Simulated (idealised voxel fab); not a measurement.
Process module name: voxel ribs on slabs
Square cells of 5 nm make up the cross-section cut, whose width is 220 nm.
Bands, listed from the top down, are how a cross-section gets written in this document; the cross-section itself is a grid of square cells, and a band is one or more rows of them. Quick guide to a band line: top height, bottom height (nm) up front; then every material left to right with its width in nm. Only one material and it's marked "all across"? Then it fills the band edge to edge. And "air" just means empty space. Where do heights start? At 0: under that level the wafer as delivered is made of one material only. And the lowest band has no floor; it just carries on downward, as in "0 nm and below". Think of "30->40" as a width that walks from the first number to the second as you go down the band, top row to bottom row, taking equal-sized steps from row to row. A step reported as "nothing different" is a step in which no cell of the cross-section changed. The list in "Voids, sealed" covers empty spaces of 8 cells or more that cannot reach the top through any open way, and it gives each as width x height at distance; the distance is from the left edge, and width, height and distance are in nm. If you see something after the settings on a step's line, that's the simulator's own remark about that step. For masked steps, "overlay nm" on the step line gives how far right of plan the mask actually lay; a minus sign means it lay to the left. For the reader: what remains of this document is a series of pairs, each showing a cross-section before one process step and a cross-section after that step which reaches down only to the lowest band that changed, with the step between them and its settings set out under the pair. It should not be assumed that a pair continues from the pair above it; the pairs can come from different runs of this module on the same starting wafer, and such continuity exists only where the entry headed "Geometry before processing" says so.
Geometry before processing
> 0 nm and below | Si all across
> Voids, sealed: none
As Processed
> 20 nm to 0 nm | SiO2 all across
> Below 0, no change.
> Voids, sealed: none
To go from the before cross-section above to the after cross-section, apply DIRECTIONAL_DEP | material SiO2 | thk nm 20
Geometry before processing: nothing new to draw here, it's the after view of the pair just above.
As Processed
> 45 nm to 20 nm | SiN all across
> Below 20, no change.
> Voids, sealed: none
To go from the before cross-section above to the after cross-section, apply DIRECTIONAL_DEP | material SiN | thk nm 25
Geometry before processing: nothing new to draw here, it's the after view of the pair just above.
As Processed
> 60 nm to 45 nm | aC all across
> Below 45, no change.
> Voids, sealed: none
To go from the before cross-section above to the after cross-section, apply DIRECTIONAL_DEP | material aC | thk nm 15
Geometry before processing: nothing new to draw here, it's the after view of the pair just above.
As Processed
> 90 nm to 60 nm | air 100  resist 15  air 105
> Below 60, no change.
> Voids, sealed: none
To go from the before cross-section above to the after cross-section, apply PATTERN | tone cover | mask id RIB | material resist | width nm 15 | thk nm 30 | overlay nm 0
Geometry before processing: nothing new to draw here, it's the after view of the pair just above.
As Processed
> 75 nm to 60 nm | air 100  resist 15  air 105
> 60 nm to 45 nm | air 100  aC 15  air 105
> Below 45, no change.
> Voids, sealed: none
To go from the before cross-section above to the after cross-section, apply DIRECTIONAL_ETCH | etch materials aC | depth nm 15
Geometry before processing: nothing new to draw here, it's the after view of the pair just above.
As Processed
> 60 nm to 45 nm | air 100  aC 15  air 105
> Below 45, no change.
> Voids, sealed: none
To go from the before cross-section above to the after cross-section, apply STRIP | etch materials resist
Geometry before processing: nothing new to draw here, it's the after view of the pair just above.
As Processed
> 60 nm to 45 nm | air 100  aC 15  air 105
> 45 nm to 25 nm | air 100  SiN 15  air 105
> Below 25, no change.
> Voids, sealed: none
To go from the before cross-section above to the after cross-section, apply DIRECTIONAL_ETCH | etch materials SiN | depth nm 20
Geometry before processing: nothing new to draw here, it's the after view of the pair just above.
As Processed
> 45 nm to 25 nm | air 100  SiN 15  air 105
> Below 25, no change.
> Voids, sealed: none
To go from the before cross-section above to the after cross-section, apply STRIP | etch materials aC
Geometry before processing: nothing new to draw here, it's the after view of the pair just above.
As Processed
> 55 nm to 45 nm | air 100  aC 15  air 105
> 45 nm to 35 nm | air 100  SiN 15  air 105
> 35 nm to 25 nm | aC 100  SiN 15  aC 105
> Below 25, no change.
> Voids, sealed: none
To go from the before cross-section above to the after cross-section, apply DIRECTIONAL_DEP | material aC | thk nm 10
Geometry before processing: nothing new to draw here, it's the after view of the pair just above.
As Processed
> 85 nm to 55 nm | air 85  resist 45  air 90
> 55 nm to 45 nm | air 85  resist 15  aC 15  resist 15  air 90
> 45 nm to 35 nm | air 85  resist 15  SiN 15  resist 15  air 90
> Below 35, no change.
> Voids, sealed: none
To go from the before cross-section above to the after cross-section, apply PATTERN | tone cover | mask id SLAB | material resist | width nm 45 | thk nm 30 | overlay nm 0
Geometry before processing: nothing new to draw here, it's the after view of the pair just above.
As Processed
> 75 nm to 55 nm | air 85  resist 45  air 90
> 55 nm to 45 nm | air 85  resist 15  aC 15  resist 15  air 90
> 45 nm to 35 nm | air 85  resist 15  SiN 15  resist 15  air 90
> 35 nm to 25 nm | air 85  aC 15  SiN 15  aC 15  air 90
> Below 25, no change.
> Voids, sealed: none
To go from the before cross-section above to the after cross-section, apply DIRECTIONAL_ETCH | etch materials aC | depth nm 10
Geometry before processing: nothing new to draw here, it's the after view of the pair just above.
As Processed
> 55 nm to 45 nm | air 100  aC 15  air 105
> 45 nm to 35 nm | air 100  SiN 15  air 105
> Below 35, no change.
> Voids, sealed: none
To go from the before cross-section above to the after cross-section, apply STRIP | etch materials resist
Geometry before processing: nothing new to draw here, it's the after view of the pair just above.
As Processed
> 55 nm to 45 nm | air 100  aC 15  air 105
> 45 nm to 35 nm | air 100  SiN 15  air 105
> 35 nm to 25 nm | air 85  aC 15  SiN 15  aC 15  air 90
> 25 nm to 20 nm | air 85  SiN 45  air 90
> Below 20, no change.
> Voids, sealed: none
To go from the before cross-section above to the after cross-section, apply DIRECTIONAL_ETCH | etch materials SiN | depth nm 5
Geometry before processing: nothing new to draw here, it's the after view of the pair just above.
As Processed
> 45 nm to 25 nm | air 100  SiN 15  air 105
> Below 25, no change.
> Voids, sealed: none
To go from the before cross-section above to the after cross-section, apply STRIP | etch materials aC
Geometry before processing: nothing new to draw here, it's the after view of the pair just above.
As Processed
> 70 nm to 45 nm | SiO2 all across
> 45 nm to 25 nm | SiO2 100  SiN 15  SiO2 105
> 25 nm to 20 nm | SiO2 85  SiN 45  SiO2 90
> Below 20, no change.
> Voids, sealed: none
To go from the before cross-section above to the after cross-section, apply FILL_DEP | material SiO2 | thk nm 25
Geometry before processing: nothing new to draw here, it's the after view of the pair just above.
As Processed
> 60 nm to 45 nm | SiO2 all across
> Below 45, no change.
> Voids, sealed: none
To go from the before cross-section above to the after cross-section, apply CMP | height nm 60
Geometry before processing: nothing new to draw here, it's the after view of the pair just above.
As Processed
> 65 nm to 60 nm | TiN all across
> Below 60, no change.
> Voids, sealed: none
To go from the before cross-section above to the after cross-section, apply DIRECTIONAL_DEP | material TiN | thk nm 5
Geometry before processing: nothing new to draw here, it's the after view of the pair just above.
As Processed
> 65 nm to 60 nm | air 95  TiN 25  air 100
> Below 60, no change.
> Voids, sealed: none
To go from the before cross-section above to the after cross-section, apply MASKED_ETCH | tone cover | mask id HEATER | width nm 25 | etch materials TiN | depth nm 5 | overlay nm 0
Geometry before processing: nothing new to draw here, it's the after view of the pair just above.
As Processed
> 75 nm to 70 nm | air 85  SiO2 45  air 90
> 70 nm to 65 nm | SiO2 all across
> 65 nm to 60 nm | SiO2 95  TiN 25  SiO2 100
> Below 60, no change.
> Voids, sealed: none
To go from the before cross-section above to the after cross-section, apply CONFORMAL_DEP | material SiO2 | thk nm 10
Geometry before processing
> 20 nm to 0 nm | SiO2 all across
> 0 nm and below | Si all across
> Voids, sealed: none
As Processed
> 40 nm to 0 nm | SiO2 all across
> Below 0, no change.
> Voids, sealed: none
To go from the before cross-section above to the after cross-section, apply DIRECTIONAL_DEP | material SiO2 | thk nm 20
Geometry before processing: nothing new to draw here, it's the after view of the pair just above.
As Processed
> 65 nm to 40 nm | SiN all across
> Below 40, no change.
> Voids, sealed: none
To go from the before cross-section above to the after cross-section, apply DIRECTIONAL_DEP | material SiN | thk nm 25
Geometry before processing: nothing new to draw here, it's the after view of the pair just above.
As Processed
> 80 nm to 65 nm | aC all across
> Below 65, no change.
> Voids, sealed: none
To go from the before cross-section above to the after cross-section, apply DIRECTIONAL_DEP | material aC | thk nm 15
Geometry before processing: nothing new to draw here, it's the after view of the pair just above.
As Processed
> 110 nm to 80 nm | air 100  resist 15  air 105
> Below 80, no change.
> Voids, sealed: none
To go from the before cross-section above to the after cross-section, apply PATTERN | tone cover | mask id RIB | material resist | width nm 15 | thk nm 30 | overlay nm 0
Geometry before processing: nothing new to draw here, it's the after view of the pair just above.
As Processed
> 95 nm to 80 nm | air 100  resist 15  air 105
> 80 nm to 65 nm | air 100  aC 15  air 105
> Below 65, no change.
> Voids, sealed: none
To go from the before cross-section above to the after cross-section, apply DIRECTIONAL_ETCH | etch materials aC | depth nm 15
Geometry before processing: nothing new to draw here, it's the after view of the pair just above.
As Processed
> 80 nm to 65 nm | air 100  aC 15  air 105
> Below 65, no change.
> Voids, sealed: none
To go from the before cross-section above to the after cross-section, apply STRIP | etch materials resist
Geometry before processing: nothing new to draw here, it's the after view of the pair just above.
As Processed
> 80 nm to 65 nm | air 100  aC 15  air 105
> 65 nm to 45 nm | air 100  SiN 15  air 105
> Below 45, no change.
> Voids, sealed: none
To go from the before cross-section above to the after cross-section, apply DIRECTIONAL_ETCH | etch materials SiN | depth nm 20
Geometry before processing: nothing new to draw here, it's the after view of the pair just above.
As Processed
> 65 nm to 45 nm | air 100  SiN 15  air 105
> Below 45, no change.
> Voids, sealed: none
To go from the before cross-section above to the after cross-section, apply STRIP | etch materials aC
Geometry before processing: nothing new to draw here, it's the after view of the pair just above.
As Processed
> 75 nm to 65 nm | air 100  aC 15  air 105
> 65 nm to 55 nm | air 100  SiN 15  air 105
> 55 nm to 45 nm | aC 100  SiN 15  aC 105
> Below 45, no change.
> Voids, sealed: none
To go from the before cross-section above to the after cross-section, apply DIRECTIONAL_DEP | material aC | thk nm 10
Geometry before processing: nothing new to draw here, it's the after view of the pair just above.
As Processed
> 105 nm to 75 nm | air 85  resist 45  air 90
> 75 nm to 65 nm | air 85  resist 15  aC 15  resist 15  air 90
> 65 nm to 55 nm | air 85  resist 15  SiN 15  resist 15  air 90
> Below 55, no change.
> Voids, sealed: none
To go from the before cross-section above to the after cross-section, apply PATTERN | tone cover | mask id SLAB | material resist | width nm 45 | thk nm 30 | overlay nm 0
Geometry before processing: nothing new to draw here, it's the after view of the pair just above.
As Processed
> 95 nm to 75 nm | air 85  resist 45  air 90
> 75 nm to 65 nm | air 85  resist 15  aC 15  resist 15  air 90
> 65 nm to 55 nm | air 85  resist 15  SiN 15  resist 15  air 90
> 55 nm to 45 nm | air 85  aC 15  SiN 15  aC 15  air 90
> Below 45, no change.
> Voids, sealed: none
To go from the before cross-section above to the after cross-section, apply DIRECTIONAL_ETCH | etch materials aC | depth nm 10
Geometry before processing: nothing new to draw here, it's the after view of the pair just above.
As Processed
> 75 nm to 65 nm | air 100  aC 15  air 105
> 65 nm to 55 nm | air 100  SiN 15  air 105
> Below 55, no change.
> Voids, sealed: none
To go from the before cross-section above to the after cross-section, apply STRIP | etch materials resist
Geometry before processing: nothing new to draw here, it's the after view of the pair just above.
As Processed
> 75 nm to 65 nm | air 100  aC 15  air 105
> 65 nm to 55 nm | air 100  SiN 15  air 105
> 55 nm to 45 nm | air 85  aC 15  SiN 15  aC 15  air 90
> 45 nm to 40 nm | air 85  SiN 45  air 90
> Below 40, no change.
> Voids, sealed: none
To go from the before cross-section above to the after cross-section, apply DIRECTIONAL_ETCH | etch materials SiN | depth nm 5
Geometry before processing: nothing new to draw here, it's the after view of the pair just above.
As Processed
> 65 nm to 45 nm | air 100  SiN 15  air 105
> Below 45, no change.
> Voids, sealed: none
To go from the before cross-section above to the after cross-section, apply STRIP | etch materials aC
Geometry before processing: nothing new to draw here, it's the after view of the pair just above.
As Processed
> 90 nm to 65 nm | SiO2 all across
> 65 nm to 45 nm | SiO2 100  SiN 15  SiO2 105
> 45 nm to 40 nm | SiO2 85  SiN 45  SiO2 90
> Below 40, no change.
> Voids, sealed: none
To go from the before cross-section above to the after cross-section, apply FILL_DEP | material SiO2 | thk nm 25
Geometry before processing: nothing new to draw here, it's the after view of the pair just above.
As Processed
> 60 nm to 45 nm | SiO2 100  SiN 15  SiO2 105
> Below 45, no change.
> Voids, sealed: none
To go from the before cross-section above to the after cross-section, apply CMP | height nm 60
Geometry before processing: nothing new to draw here, it's the after view of the pair just above.
As Processed
> 65 nm to 60 nm | TiN all across
> Below 60, no change.
> Voids, sealed: none
To go from the before cross-section above to the after cross-section, apply DIRECTIONAL_DEP | material TiN | thk nm 5
Geometry before processing: nothing new to draw here, it's the after view of the pair just above.
As Processed
> 65 nm to 60 nm | air 95  TiN 25  air 100
> Below 60, no change.
> Voids, sealed: none
To go from the before cross-section above to the after cross-section, apply MASKED_ETCH | tone cover | mask id HEATER | width nm 25 | etch materials TiN | depth nm 5 | overlay nm 0
Geometry before processing: nothing new to draw here, it's the after view of the pair just above.
As Processed
> 75 nm to 70 nm | air 85  SiO2 45  air 90
> 70 nm to 65 nm | SiO2 all across
> 65 nm to 60 nm | SiO2 95  TiN 25  SiO2 100
> Below 60, no change.
> Voids, sealed: none
To go from the before cross-section above to the after cross-section, apply CONFORMAL_DEP | material SiO2 | thk nm 10
Geometry before processing
> 0 nm and below | Si all across
> Voids, sealed: none
As Processed
> 25 nm to 0 nm | SiN all across
> Below 0, no change.
> Voids, sealed: none
To go from the before cross-section above to the after cross-section, apply DIRECTIONAL_DEP | material SiN | thk nm 25
Geometry before processing: nothing new to draw here, it's the after view of the pair just above.
As Processed
> 45 nm to 25 nm | SiO2 all across
> Below 25, no change.
> Voids, sealed: none
To go from the before cross-section above to the after cross-section, apply DIRECTIONAL_DEP | material SiO2 | thk nm 20
Geometry before processing: nothing new to draw here, it's the after view of the pair just above.
As Processed
> 60 nm to 45 nm | aC all across
> Below 45, no change.
> Voids, sealed: none
To go from the before cross-section above to the after cross-section, apply DIRECTIONAL_DEP | material aC | thk nm 15
Geometry before processing: nothing new to draw here, it's the after view of the pair just above.
As Processed
> 90 nm to 60 nm | air 100  resist 15  air 105
> Below 60, no change.
> Voids, sealed: none
To go from the before cross-section above to the after cross-section, apply PATTERN | tone cover | mask id RIB | material resist | width nm 15 | thk nm 30 | overlay nm 0
Geometry before processing: nothing new to draw here, it's the after view of the pair just above.
As Processed
> 75 nm to 60 nm | air 100  resist 15  air 105
> 60 nm to 45 nm | air 100  aC 15  air 105
> Below 45, no change.
> Voids, sealed: none
To go from the before cross-section above to the after cross-section, apply DIRECTIONAL_ETCH | etch materials aC | depth nm 15
Geometry before processing: nothing new to draw here, it's the after view of the pair just above.
As Processed
> 60 nm to 45 nm | air 100  aC 15  air 105
> Below 45, no change.
> Voids, sealed: none
To go from the before cross-section above to the after cross-section, apply STRIP | etch materials resist
Geometry before processing: nothing new to draw here, it's the after view of the pair just above.
As Processed
> 45 nm to 25 nm | SiO2 all across
> Below 25, no change.
> Voids, sealed: none
To go from the before cross-section above to the after cross-section, apply STRIP | etch materials aC
Geometry before processing: nothing new to draw here, it's the after view of the pair just above.
As Processed
> 55 nm to 45 nm | aC all across
> Below 45, no change.
> Voids, sealed: none
To go from the before cross-section above to the after cross-section, apply DIRECTIONAL_DEP | material aC | thk nm 10
Geometry before processing: nothing new to draw here, it's the after view of the pair just above.
As Processed
> 85 nm to 55 nm | air 85  resist 45  air 90
> Below 55, no change.
> Voids, sealed: none
To go from the before cross-section above to the after cross-section, apply PATTERN | tone cover | mask id SLAB | material resist | width nm 45 | thk nm 30 | overlay nm 0
Geometry before processing: nothing new to draw here, it's the after view of the pair just above.
As Processed
> 75 nm to 55 nm | air 85  resist 45  air 90
> 55 nm to 45 nm | air 85  aC 45  air 90
> Below 45, no change.
> Voids, sealed: none
To go from the before cross-section above to the after cross-section, apply DIRECTIONAL_ETCH | etch materials aC | depth nm 10
Geometry before processing: nothing new to draw here, it's the after view of the pair just above.
As Processed
> 55 nm to 45 nm | air 85  aC 45  air 90
> Below 45, no change.
> Voids, sealed: none
To go from the before cross-section above to the after cross-section, apply STRIP | etch materials resist
Geometry before processing: nothing new to draw here, it's the after view of the pair just above.
As Processed
> 45 nm to 25 nm | SiO2 all across
> Below 25, no change.
> Voids, sealed: none
To go from the before cross-section above to the after cross-section, apply STRIP | etch materials aC
Geometry before processing: nothing new to draw here, it's the after view of the pair just above.
As Processed
> 70 nm to 25 nm | SiO2 all across
> Below 25, no change.
> Voids, sealed: none
To go from the before cross-section above to the after cross-section, apply FILL_DEP | material SiO2 | thk nm 25
Geometry before processing: nothing new to draw here, it's the after view of the pair just above.
As Processed
> 60 nm to 25 nm | SiO2 all across
> Below 25, no change.
> Voids, sealed: none
To go from the before cross-section above to the after cross-section, apply CMP | height nm 60
Geometry before processing: nothing new to draw here, it's the after view of the pair just above.
As Processed
> 65 nm to 60 nm | TiN all across
> Below 60, no change.
> Voids, sealed: none
To go from the before cross-section above to the after cross-section, apply DIRECTIONAL_DEP | material TiN | thk nm 5
Geometry before processing: nothing new to draw here, it's the after view of the pair just above.
As Processed
> 65 nm to 60 nm | air 95  TiN 25  air 100
> Below 60, no change.
> Voids, sealed: none
To go from the before cross-section above to the after cross-section, apply MASKED_ETCH | tone cover | mask id HEATER | width nm 25 | etch materials TiN | depth nm 5 | overlay nm 0
Geometry before processing: nothing new to draw here, it's the after view of the pair just above.
As Processed
> 75 nm to 70 nm | air 85  SiO2 45  air 90
> 70 nm to 65 nm | SiO2 all across
> 65 nm to 60 nm | SiO2 95  TiN 25  SiO2 100
> Below 60, no change.
> Voids, sealed: none
To go from the before cross-section above to the after cross-section, apply CONFORMAL_DEP | material SiO2 | thk nm 10
Geometry before processing
> 70 nm to 45 nm | SiO2 all across
> 45 nm to 25 nm | SiO2 100  SiN 15  SiO2 105
> 25 nm to 20 nm | SiO2 85  SiN 45  SiO2 90
> 20 nm to 0 nm | SiO2 all across
> 0 nm and below | Si all across
> Voids, sealed: none
As Processed
> 65 nm to 45 nm | SiO2 all across
> Below 45, no change.
> Voids, sealed: none
To go from the before cross-section above to the after cross-section, apply CMP | height nm 65
Geometry before processing: nothing new to draw here, it's the after view of the pair just above.
As Processed
> 70 nm to 65 nm | TiN all across
> Below 65, no change.
> Voids, sealed: none
To go from the before cross-section above to the after cross-section, apply DIRECTIONAL_DEP | material TiN | thk nm 5
Geometry before processing: nothing new to draw here, it's the after view of the pair just above.
As Processed
> 70 nm to 65 nm | air 95  TiN 25  air 100
> Below 65, no change.
> Voids, sealed: none
To go from the before cross-section above to the after cross-section, apply MASKED_ETCH | tone cover | mask id HEATER | width nm 25 | etch materials TiN | depth nm 5 | overlay nm 0
Geometry before processing: nothing new to draw here, it's the after view of the pair just above.
As Processed
> 80 nm to 75 nm | air 85  SiO2 45  air 90
> 75 nm to 70 nm | SiO2 all across
> 70 nm to 65 nm | SiO2 95  TiN 25  SiO2 100
> Below 65, no change.
> Voids, sealed: none
To go from the before cross-section above to the after cross-section, apply CONFORMAL_DEP | material SiO2 | thk nm 10
Geometry before processing
> 65 nm to 60 nm | TiN all across
> 60 nm to 45 nm | SiO2 all across
> 45 nm to 25 nm | SiO2 100  SiN 15  SiO2 105
> 25 nm to 20 nm | SiO2 85  SiN 45  SiO2 90
> 20 nm to 0 nm | SiO2 all across
> 0 nm and below | Si all across
> Voids, sealed: none
As Processed
> 65 nm to 60 nm | air 90  TiN 35  air 95
> Below 60, no change.
> Voids, sealed: none
To go from the before cross-section above to the after cross-section, apply MASKED_ETCH | tone cover | mask id HEATER | width nm 35 | etch materials TiN | depth nm 5 | overlay nm 0
Geometry before processing: nothing new to draw here, it's the after view of the pair just above.
As Processed
> 75 nm to 70 nm | air 80  SiO2 55  air 85
> 70 nm to 65 nm | SiO2 all across
> 65 nm to 60 nm | SiO2 90  TiN 35  SiO2 95
> Below 60, no change.
> Voids, sealed: none
To go from the before cross-section above to the after cross-section, apply CONFORMAL_DEP | material SiO2 | thk nm 10
Geometry before processing
> 60 nm to 45 nm | aC all across
> 45 nm to 20 nm | SiN all across
> 20 nm to 0 nm | SiO2 all across
> 0 nm and below | Si all across
> Voids, sealed: none
As Processed
> 90 nm to 60 nm | air 110  resist 15  air 95
> Below 60, no change.
> Voids, sealed: none
To go from the before cross-section above to the after cross-section, apply PATTERN | tone cover | mask id RIB | material resist | width nm 15 | thk nm 30 | overlay nm 10
Geometry before processing: nothing new to draw here, it's the after view of the pair just above.
As Processed
> 75 nm to 60 nm | air 110  resist 15  air 95
> 60 nm to 45 nm | air 110  aC 15  air 95
> Below 45, no change.
> Voids, sealed: none
To go from the before cross-section above to the after cross-section, apply DIRECTIONAL_ETCH | etch materials aC | depth nm 15
Geometry before processing: nothing new to draw here, it's the after view of the pair just above.
As Processed
> 60 nm to 45 nm | air 110  aC 15  air 95
> Below 45, no change.
> Voids, sealed: none
To go from the before cross-section above to the after cross-section, apply STRIP | etch materials resist
Geometry before processing: nothing new to draw here, it's the after view of the pair just above.
As Processed
> 60 nm to 45 nm | air 110  aC 15  air 95
> 45 nm to 25 nm | air 110  SiN 15  air 95
> Below 25, no change.
> Voids, sealed: none
To go from the before cross-section above to the after cross-section, apply DIRECTIONAL_ETCH | etch materials SiN | depth nm 20
Geometry before processing: nothing new to draw here, it's the after view of the pair just above.
As Processed
> 45 nm to 25 nm | air 110  SiN 15  air 95
> Below 25, no change.
> Voids, sealed: none
To go from the before cross-section above to the after cross-section, apply STRIP | etch materials aC
Geometry before processing: nothing new to draw here, it's the after view of the pair just above.
As Processed
> 55 nm to 45 nm | air 110  aC 15  air 95
> 45 nm to 35 nm | air 110  SiN 15  air 95
> 35 nm to 25 nm | aC 110  SiN 15  aC 95
> Below 25, no change.
> Voids, sealed: none
To go from the before cross-section above to the after cross-section, apply DIRECTIONAL_DEP | material aC | thk nm 10
Geometry before processing: nothing new to draw here, it's the after view of the pair just above.
As Processed
> 85 nm to 55 nm | air 85  resist 45  air 90
> 55 nm to 45 nm | air 85  resist 25  aC 15  resist 5  air 90
> 45 nm to 35 nm | air 85  resist 25  SiN 15  resist 5  air 90
> Below 35, no change.
> Voids, sealed: none
To go from the before cross-section above to the after cross-section, apply PATTERN | tone cover | mask id SLAB | material resist | width nm 45 | thk nm 30 | overlay nm 0
Geometry before processing: nothing new to draw here, it's the after view of the pair just above.
As Processed
> 75 nm to 55 nm | air 85  resist 45  air 90
> 55 nm to 45 nm | air 85  resist 25  aC 15  resist 5  air 90
> 45 nm to 35 nm | air 85  resist 25  SiN 15  resist 5  air 90
> 35 nm to 25 nm | air 85  aC 25  SiN 15  aC 5  air 90
> Below 25, no change.
> Voids, sealed: none
To go from the before cross-section above to the after cross-section, apply DIRECTIONAL_ETCH | etch materials aC | depth nm 10
Geometry before processing: nothing new to draw here, it's the after view of the pair just above.
As Processed
> 55 nm to 45 nm | air 110  aC 15  air 95
> 45 nm to 35 nm | air 110  SiN 15  air 95
> Below 35, no change.
> Voids, sealed: none
To go from the before cross-section above to the after cross-section, apply STRIP | etch materials resist
Geometry before processing: nothing new to draw here, it's the after view of the pair just above.
As Processed
> 55 nm to 45 nm | air 110  aC 15  air 95
> 45 nm to 35 nm | air 110  SiN 15  air 95
> 35 nm to 25 nm | air 85  aC 25  SiN 15  aC 5  air 90
> 25 nm to 20 nm | air 85  SiN 45  air 90
> Below 20, no change.
> Voids, sealed: none
To go from the before cross-section above to the after cross-section, apply DIRECTIONAL_ETCH | etch materials SiN | depth nm 5
Geometry before processing: nothing new to draw here, it's the after view of the pair just above.
As Processed
> 45 nm to 25 nm | air 110  SiN 15  air 95
> Below 25, no change.
> Voids, sealed: none
To go from the before cross-section above to the after cross-section, apply STRIP | etch materials aC
Geometry before processing: nothing new to draw here, it's the after view of the pair just above.
As Processed
> 70 nm to 45 nm | SiO2 all across
> 45 nm to 25 nm | SiO2 110  SiN 15  SiO2 95
> 25 nm to 20 nm | SiO2 85  SiN 45  SiO2 90
> Below 20, no change.
> Voids, sealed: none
To go from the before cross-section above to the after cross-section, apply FILL_DEP | material SiO2 | thk nm 25
Geometry before processing: nothing new to draw here, it's the after view of the pair just above.
As Processed
> 60 nm to 45 nm | SiO2 all across
> Below 45, no change.
> Voids, sealed: none
To go from the before cross-section above to the after cross-section, apply CMP | height nm 60
Geometry before processing: nothing new to draw here, it's the after view of the pair just above.
As Processed
> 65 nm to 60 nm | TiN all across
> Below 60, no change.
> Voids, sealed: none
To go from the before cross-section above to the after cross-section, apply DIRECTIONAL_DEP | material TiN | thk nm 5
Geometry before processing: nothing new to draw here, it's the after view of the pair just above.
As Processed
> 65 nm to 60 nm | air 95  TiN 25  air 100
> Below 60, no change.
> Voids, sealed: none
To go from the before cross-section above to the after cross-section, apply MASKED_ETCH | tone cover | mask id HEATER | width nm 25 | etch materials TiN | depth nm 5 | overlay nm 0
Geometry before processing: nothing new to draw here, it's the after view of the pair just above.
As Processed
> 75 nm to 70 nm | air 85  SiO2 45  air 90
> 70 nm to 65 nm | SiO2 all across
> 65 nm to 60 nm | SiO2 95  TiN 25  SiO2 100
> Below 60, no change.
> Voids, sealed: none
To go from the before cross-section above to the after cross-section, apply CONFORMAL_DEP | material SiO2 | thk nm 10
Geometry before processing
> 45 nm to 25 nm | air 100  SiN 15  air 105
> 25 nm to 20 nm | air 85  SiN 45  air 90
> 20 nm to 0 nm | SiO2 all across
> 0 nm and below | Si all across
> Voids, sealed: none
As Processed
> 70 nm to 45 nm | aC all across
> 45 nm to 25 nm | aC 100  SiN 15  aC 105
> 25 nm to 20 nm | aC 85  SiN 45  aC 90
> Below 20, no change.
> Voids, sealed: none
To go from the before cross-section above to the after cross-section, apply FILL_DEP | material aC | thk nm 25
Geometry before processing: nothing new to draw here, it's the after view of the pair just above.
As Processed
> 60 nm to 45 nm | aC all across
> Below 45, no change.
> Voids, sealed: none
To go from the before cross-section above to the after cross-section, apply CMP | height nm 60
Geometry before processing: nothing new to draw here, it's the after view of the pair just above.
As Processed
> 65 nm to 60 nm | TiN all across
> Below 60, no change.
> Voids, sealed: none
To go from the before cross-section above to the after cross-section, apply DIRECTIONAL_DEP | material TiN | thk nm 5
Geometry before processing: nothing new to draw here, it's the after view of the pair just above.
As Processed
> 65 nm to 60 nm | air 95  TiN 25  air 100
> Below 60, no change.
> Voids, sealed: none
To go from the before cross-section above to the after cross-section, apply MASKED_ETCH | tone cover | mask id HEATER | width nm 25 | etch materials TiN | depth nm 5 | overlay nm 0
Geometry before processing: nothing new to draw here, it's the after view of the pair just above.
As Processed
> 75 nm to 70 nm | air 85  SiO2 45  air 90
> 70 nm to 65 nm | SiO2 all across
> 65 nm to 60 nm | SiO2 95  TiN 25  SiO2 100
> Below 60, no change.
> Voids, sealed: none
To go from the before cross-section above to the after cross-section, apply CONFORMAL_DEP | material SiO2 | thk nm 10
Geometry before processing
> 60 nm to 45 nm | aC all across
> 45 nm to 20 nm | SiN all across
> 20 nm to 0 nm | SiO2 all across
> 0 nm and below | Si all across
> Voids, sealed: none
As Processed
> 90 nm to 60 nm | resist 100  air 15  resist 105
> Below 60, no change.
> Voids, sealed: none
To go from the before cross-section above to the after cross-section, apply PATTERN | tone open | mask id RIB | material resist | width nm 15 | thk nm 30 | overlay nm 0
Geometry before processing: nothing new to draw here, it's the after view of the pair just above.
As Processed
> 75 nm to 60 nm | resist 100  air 15  resist 105
> 60 nm to 45 nm | aC 100  air 15  aC 105
> Below 45, no change.
> Voids, sealed: none
To go from the before cross-section above to the after cross-section, apply DIRECTIONAL_ETCH | etch materials aC | depth nm 15
Geometry before processing: nothing new to draw here, it's the after view of the pair just above.
As Processed
> 60 nm to 45 nm | aC 100  air 15  aC 105
> Below 45, no change.
> Voids, sealed: none
To go from the before cross-section above to the after cross-section, apply STRIP | etch materials resist
Geometry before processing: nothing new to draw here, it's the after view of the pair just above.
As Processed
> 60 nm to 45 nm | aC 100  air 15  aC 105
> 45 nm to 25 nm | SiN 100  air 15  SiN 105
> Below 25, no change.
> Voids, sealed: none
To go from the before cross-section above to the after cross-section, apply DIRECTIONAL_ETCH | etch materials SiN | depth nm 20
Geometry before processing: nothing new to draw here, it's the after view of the pair just above.
As Processed
> 45 nm to 25 nm | SiN 100  air 15  SiN 105
> Below 25, no change.
> Voids, sealed: none
To go from the before cross-section above to the after cross-section, apply STRIP | etch materials aC
Geometry before processing: nothing new to draw here, it's the after view of the pair just above.
As Processed
> 55 nm to 45 nm | aC 100  air 15  aC 105
> 45 nm to 35 nm | SiN 100  air 15  SiN 105
> 35 nm to 25 nm | SiN 100  aC 15  SiN 105
> Below 25, no change.
> Voids, sealed: none
To go from the before cross-section above to the after cross-section, apply DIRECTIONAL_DEP | material aC | thk nm 10
Geometry before processing: nothing new to draw here, it's the after view of the pair just above.
As Processed
> 85 nm to 55 nm | air 85  resist 45  air 90
> 55 nm to 45 nm | aC 100  resist 15  aC 105
> 45 nm to 35 nm | SiN 100  resist 15  SiN 105
> Below 35, no change.
> Voids, sealed: none
To go from the before cross-section above to the after cross-section, apply PATTERN | tone cover | mask id SLAB | material resist | width nm 45 | thk nm 30 | overlay nm 0
Geometry before processing: nothing new to draw here, it's the after view of the pair just above.
As Processed
> 75 nm to 55 nm | air 85  resist 45  air 90
> 55 nm to 45 nm | air 85  aC 15  resist 15  aC 15  air 90
> Below 45, no change.
> Voids, sealed: none
To go from the before cross-section above to the after cross-section, apply DIRECTIONAL_ETCH | etch materials aC | depth nm 10
Geometry before processing: nothing new to draw here, it's the after view of the pair just above.
As Processed
> 55 nm to 45 nm | air 85  aC 15  air 15  aC 15  air 90
> 45 nm to 35 nm | SiN 100  air 15  SiN 105
> Below 35, no change.
> Voids, sealed: none
To go from the before cross-section above to the after cross-section, apply STRIP | etch materials resist
Geometry before processing: nothing new to draw here, it's the after view of the pair just above.
As Processed
> 55 nm to 45 nm | air 85  aC 15  air 15  aC 15  air 90
> 45 nm to 40 nm | air 85  SiN 15  air 15  SiN 15  air 90
> Below 40, no change.
> Voids, sealed: none
To go from the before cross-section above to the after cross-section, apply DIRECTIONAL_ETCH | etch materials SiN | depth nm 5
Geometry before processing: nothing new to draw here, it's the after view of the pair just above.
As Processed
> 45 nm to 40 nm | air 85  SiN 15  air 15  SiN 15  air 90
> 40 nm to 25 nm | SiN 100  air 15  SiN 105
> Below 25, no change.
> Voids, sealed: none
To go from the before cross-section above to the after cross-section, apply STRIP | etch materials aC
